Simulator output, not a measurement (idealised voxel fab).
You're looking at the process module voxel released beams.
Square cells of 5 nm make up the cross-section cut, whose width is 200 nm.
Square cells in a grid make up a cross-section in this document, and the grid is given as bands, listed from the top down, each one or more rows of cells. For a band, the entry starts with two heights in nm, that of the top and then that of the bottom, and carries on with the band's materials in order from left to right, each alongside its width in nm; the word "edge to edge" beside a single material means it fills the band edge to edge, and "empty" means empty space. Below 0: as-received wafer, all one material; heights counted from there. Lowest band: no bottom, goes on down, written "top 0, no bottom". So if you see something like "30->40" for the width, read it as the top row of the band sitting at the first number and the bottom row at the second, with every row in between moving by the same amount as the last. The cross-section has no changed cell in any step marked "nothing was modified". Reported under the label "Voids lacking openings" are the empty spaces having no open way to the top and comprising 8 cells or more; the notation for each is width x height at distance, in which the distance is measured from the left edge and all three values are in nm. Heads up: the bit after the settings on a step's line is the simulator's remark on that step. "overlay nm" denotes, for a step that has a mask, the displacement of the mask to the right of its planned place, with negative values corresponding to the left.
**Here's what the planned process steps look like**
1. RECEIVE,material Si
2. CONFORMAL_DEP,material SiN,thk nm 5
3. DIRECTIONAL_DEP,material SiO2,thk nm 15
4. DIRECTIONAL_DEP,material aC,thk nm 15
5. PATTERN,tone open,mask id ANCHOR,material resist,width nm 45,thk nm 30,overlay nm 0
6. DIRECTIONAL_ETCH,etch materials aC,depth nm 15
7. STRIP,etch materials resist
8. DIRECTIONAL_ETCH,etch materials SiO2,depth nm 15
9. STRIP,etch materials aC
10. CONFORMAL_DEP,material W,thk nm 15
11. PATTERN,tone cover,mask id BEAM,material resist,width nm 90,thk nm 20,overlay nm 0
12. DIRECTIONAL_ETCH,etch materials W,depth nm 15
13. STRIP,etch materials resist
14. STRIP,etch materials SiO2
**Cross-section of the wafer as it came to us, i.e., already through step 1**
* top 0, no bottom | Si edge to edge
* Voids lacking openings: none
**Same starting wafer, same plan as above, one mistake in the execution; this is the cross-section at the end of the module**
* top 35, bottom 20 | empty 50 nm  W 65 nm  empty 85 nm
* top 20, bottom 5 | empty 40 nm  W 15 nm  SiO2 45 nm  W 40 nm  empty 60 nm
* top 5, bottom 0 | SiN edge to edge
* top 0, no bottom | Si edge to edge
* Voids lacking openings: none
what went wrong: contrary to plan, step 5 was performed as PATTERN,tone cover,mask id ANCHOR,material resist,width nm 45,thk nm 30,overlay nm 0
